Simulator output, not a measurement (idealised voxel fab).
This is a process module. Its name is voxel lift off.
Pictured: cross-section cut, 180 nm wide, on a grid of 5 nm square cells.
Square cells in a grid make up a cross-section in this document, and the grid is given as bands, listed from the top down, each one or more rows of cells. Basically the band line says how high the top is and how high the bottom is, in nm, and then what's in it from left to right, every material with its width in nm. Empty space shows up as "empty", and if a single material carries "edge to edge" it runs the full band edge to edge. Height reference: 0 = level under which incoming wafer is all one material. Lowest band: no bottom, runs on downward, e.g. "0 down". Note: "30 to 40" means the width goes from the first number (top row of the band) to the second number (bottom row) in equal steps per row of cells. Any step labelled "stayed the same" changed none of the cells in the cross-section. Reported under the label "Enclosed internal voids" are the empty spaces having no open way to the top and comprising 8 cells or more; the notation for each is width x height at distance, in which the distance is measured from the left edge and all three values are in nm. Formally, on a step line, whatever follows the settings is a remark that the simulator itself makes on the step. On any step carrying a mask, the "overlay nm" setting, if present on the step's line, tells how far right of its planned place the mask lay; negative values point to the left.
## Planned process steps
step 1: RECEIVE: material Si
step 2: CONFORMAL_DEP: material SiN, thk nm 5
step 3: PATTERN: tone open, mask id LINES, material resist, width nm 30, pitch nm 45, thk nm 20, overlay nm 0
step 4: DIRECTIONAL_DEP: material Ru, thk nm 10
step 5: STRIP: etch materials resist
step 6: CONFORMAL_DEP: material SiCN, thk nm 5
Among the wafers covered here, the point of difference is the thk nm at step 6; their starting state is shared, and the plan presents the value of the first wafer.
## Cross-section, first of several wafers, as delivered after step 1
- 0 down  Si edge to edge
- Enclosed internal voids: none
## At the end of the module, after its last step, step 6, the first of several wafers appears in cross-section as follows
- 20 to 15  25 empty, then 40 SiCN, then 5 empty, then 40 SiCN, then 5 empty, then 40 SiCN, then 25 empty
- 15 to 10  25 empty, then 5 SiCN, then 30 Ru, then 5 SiCN, then 5 empty, then 5 SiCN, then 30 Ru, then 5 SiCN, then 5 empty, then 5 SiCN, then 30 Ru, then 5 SiCN, then 25 empty
- 10 to 5  30 SiCN, then 30 Ru, then 15 SiCN, then 30 Ru, then 15 SiCN, then 30 Ru, then 30 SiCN
- 5 to 0  SiN edge to edge
- 0 down  Si edge to edge
- Enclosed internal voids: none
## Wafer cross-section (last wafer, module end)
- 35 to 25  10 empty, then 160 SiCN, then 10 empty
- 25 to 15  SiCN edge to edge
- 15 to 5  30 SiCN, then 30 Ru, then 15 SiCN, then 30 Ru, then 15 SiCN, then 30 Ru, then 30 SiCN
- 5 to 0  SiN edge to edge
- 0 down  Si edge to edge
- Enclosed internal voids: none
## Wafer rows, end of module: cells per material gained (+) or lost (-) since receipt; closed voids last
thk nm 5; +36 Ru; +48 SiCN; +36 SiN; Enclosed internal voids: none
thk nm 10; +36 Ru; +92 SiCN; +36 SiN; Enclosed internal voids: none
thk nm 15; +36 Ru; +132 SiCN; +36 SiN; Enclosed internal voids: none
thk nm 20; +36 Ru; +172 SiCN; +36 SiN; Enclosed internal voids: none
